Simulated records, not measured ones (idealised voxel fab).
Presented below is a process module, voxel self aligned contacts.
The cross-section shown here is cut; it is 210 nm wide and divided into square cells measuring 5 nm on a side.
Cross-sections here: square-cell grids, written as top-down lists of bands, a band being one or more rows of cells.
In this notation a band is specified by the heights of its top and bottom, in that order and in nm, after which its materials appear from left to right, each paired with its width in nm. The word "full width" attached to a single material means that material fills the band from edge to edge; the word "empty" stands for empty space.
Height reference: 0 = level under which incoming wafer is all one material. Lowest band: no bottom, runs on downward, e.g. "0 -> down".
So if you see something like "30..40" for the width, read it as the top row of the band sitting at the first number and the bottom row at the second, with every row in between moving by the same amount as the last.
Given "nothing altered" for a step, no cell of the cross-section differs between before and after that step.
Enclosed voids (no open way to top), threshold 8 cells or more, entry "Enclosed cavity list", notation width x height at distance, distance from left edge, nm.
What comes after the settings on a step's line is commentary from the simulator itself on that step.
When a step includes a mask, the "overlay nm" setting on its line states how far to the right of its planned place that mask lay, and negative values state how far to the left.

The process steps that were planned are listed below:
1) RECEIVE: material Si
2) OXIDIZE: depth nm 5
3) DIRECTIONAL_DEP: material polySi, thk nm 30
4) DIRECTIONAL_DEP: material SiN, thk nm 20
5) MASKED_ETCH: tone cover, mask id GATE, width nm 25, pitch nm 60, etch materials SiN, depth nm 20, overlay nm 0
6) MASKED_ETCH: tone cover, mask id GATE, width nm 25, pitch nm 60, etch materials polySi, depth nm 30, overlay nm 0
7) CONFORMAL_DEP: material SiN, thk nm 10
8) DIRECTIONAL_ETCH: etch materials SiN, depth nm 10
9) FILL_DEP: material SiO2, thk nm 15
10) CMP: height nm 60
11) MASKED_ETCH: tone open, mask id CONTACT, width nm 45, etch materials SiO2, depth nm 65, overlay nm 0
12) CONFORMAL_DEP: material TiN, thk nm 5
13) FILL_DEP: material W, thk nm 10
14) CMP: height nm 60
15) CONFORMAL_DEP: material SiN, thk nm 5

Incoming wafer in cross-section (state: after step 1):
> 0 -> down = Si full width
> Enclosed cavity list: none

Figure: cross-sectional view of the wafer upon completion of the module, processed from the initial state and according to the plan depicted above, with one error introduced during execution:
> 65 -> 60 = SiN full width
> 60 -> 55 = SiO2 (80) | TiN (5) | W (35) | TiN (5) | SiO2 (85)
> 55 -> 50 = SiO2 (80) | TiN (45) | SiO2 (85)
> 50 -> 30 = SiN (70) | SiO2 (5) | SiN (55) | SiO2 (5) | SiN (75)
> 30 -> 0 = polySi full width
> 0 -> -5 = SiO2 full width
> -5 -> down = Si full width
> Enclosed cavity list: none
what went wrong: not per plan at step 5, really ran MASKED_ETCH: tone open, mask id GATE, width nm 25, pitch nm 60, etch materials SiN, depth nm 20, overlay nm 0
